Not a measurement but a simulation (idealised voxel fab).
Process module, titled voxel fin reveal
Cross-section cut spans 160 nm and uses square cells 5 nm in size.
For the purposes of this document, a cross-section shall be understood as a grid of square cells, specified as bands listed in top-to-bottom order, each band consisting of one or more rows of cells.
Top, bottom (nm), then materials left to right with widths (nm); lone material tagged "all across" fills the whole band edge to edge; "empty" = empty space.
Note: height 0 marks the level under which the wafer is uniformly one material as received. Lowest band unbounded below, written "0..down".
Width: "30 to 40" (first number = top row, second number = bottom row, same change from row to row of cells).
Any step labelled "no alteration" changed none of the cells in the cross-section.
Voids not open to the top, 8 cells minimum: see "Sealed void list". Written width x height at distance; distance is from the left edge; nm.
What comes after the settings on a step's line is commentary from the simulator itself on that step.
The line of a step may include "overlay nm". On a step with a mask, this value is how far to the right of its planned place the mask lay. A negative value means the mask lay to the left.
**The steps planned for the process are as follows**
| 1 | RECEIVE | material Si |
| 2 | CONFORMAL_DEP | material SiN | thk nm 5 |
| 3 | PATTERN | tone cover | mask id FINS | material resist | width nm 15 | pitch nm 35 | thk nm 20 | overlay nm 0 |
| 4 | DIRECTIONAL_ETCH | etch materials SiN | depth nm 5 |
| 5 | DIRECTIONAL_ETCH | etch materials Si | depth nm 40 |
| 6 | STRIP | etch materials resist |
| 7 | FILL_DEP | material SiO2 | thk nm 15 |
| 8 | CMP | height nm 5 |
| 9 | SELECTIVE_ETCH | etch materials SiO2 | depth nm 35 |
| 10 | STRIP | etch materials SiN |
**First wafer out of two, processed as planned**
**Wafer as received: cross-section following step 1**
* 0..down = Si all across
* Sealed void list: none
**Cross-section of the wafer after step 2**
* 5..0 = SiN all across
* Below a height of 0, the structure has not been altered.
**Cross-section of the wafer after step 3**
* 25..5 = 35 of empty, 15 of resist, 20 of empty, 15 of resist, 20 of empty, 15 of resist, 40 of empty
* Below a height of 5, the structure has not been altered.
**Cross-section of the wafer after step 4**
* 25..5 = 35 of empty, 15 of resist, 20 of empty, 15 of resist, 20 of empty, 15 of resist, 40 of empty
* 5..0 = 35 of empty, 15 of SiN, 20 of empty, 15 of SiN, 20 of empty, 15 of SiN, 40 of empty
* Below a height of 0, the structure has not been altered.
**Cross-section of the wafer after step 5**
* 25..5 = 35 of empty, 15 of resist, 20 of empty, 15 of resist, 20 of empty, 15 of resist, 40 of empty
* 5..0 = 35 of empty, 15 of SiN, 20 of empty, 15 of SiN, 20 of empty, 15 of SiN, 40 of empty
* 0..-40 = 35 of empty, 15 of Si, 20 of empty, 15 of Si, 20 of empty, 15 of Si, 40 of empty
* Below a height of -40, the structure has not been altered.
**Cross-section of the wafer after step 6**
* 5..0 = 35 of empty, 15 of SiN, 20 of empty, 15 of SiN, 20 of empty, 15 of SiN, 40 of empty
* Below a height of 0, the structure has not been altered.
**Cross-section of the wafer after step 7**
* 20..5 = SiO2 all across
* 5..0 = 35 of SiO2, 15 of SiN, 20 of SiO2, 15 of SiN, 20 of SiO2, 15 of SiN, 40 of SiO2
* 0..-40 = 35 of SiO2, 15 of Si, 20 of SiO2, 15 of Si, 20 of SiO2, 15 of Si, 40 of SiO2
* Below a height of -40, the structure has not been altered.
**Cross-section of the wafer after step 8**
* 5..0 = 35 of SiO2, 15 of SiN, 20 of SiO2, 15 of SiN, 20 of SiO2, 15 of SiN, 40 of SiO2
* Below a height of 0, the structure has not been altered.
**Cross-section of the wafer after step 9**
* 5..0 = 35 of empty, 15 of SiN, 20 of empty, 15 of SiN, 20 of empty, 15 of SiN, 40 of empty
* 0..-30 = 35 of empty, 15 of Si, 20 of empty, 15 of Si, 20 of empty, 15 of Si, 40 of empty
* Below a height of -30, the structure has not been altered.
**Cross-section of the wafer after step 10**
* 0..-30 = 35 of empty, 15 of Si, 20 of empty, 15 of Si, 20 of empty, 15 of Si, 40 of empty
* Below a height of -30, the structure has not been altered.
**Second wafer. Start and plan as for the first. One mistake made in running. Agrees with the first up to and including step 9**
Look at the second wafer in cross-section at the time step 10 ought to have finished: no alteration
What was the processing mistake? plan step 10 skipped
Bottom line after processing is that, in cells, the second wafer is up or down on some materials versus the first: SiN +9
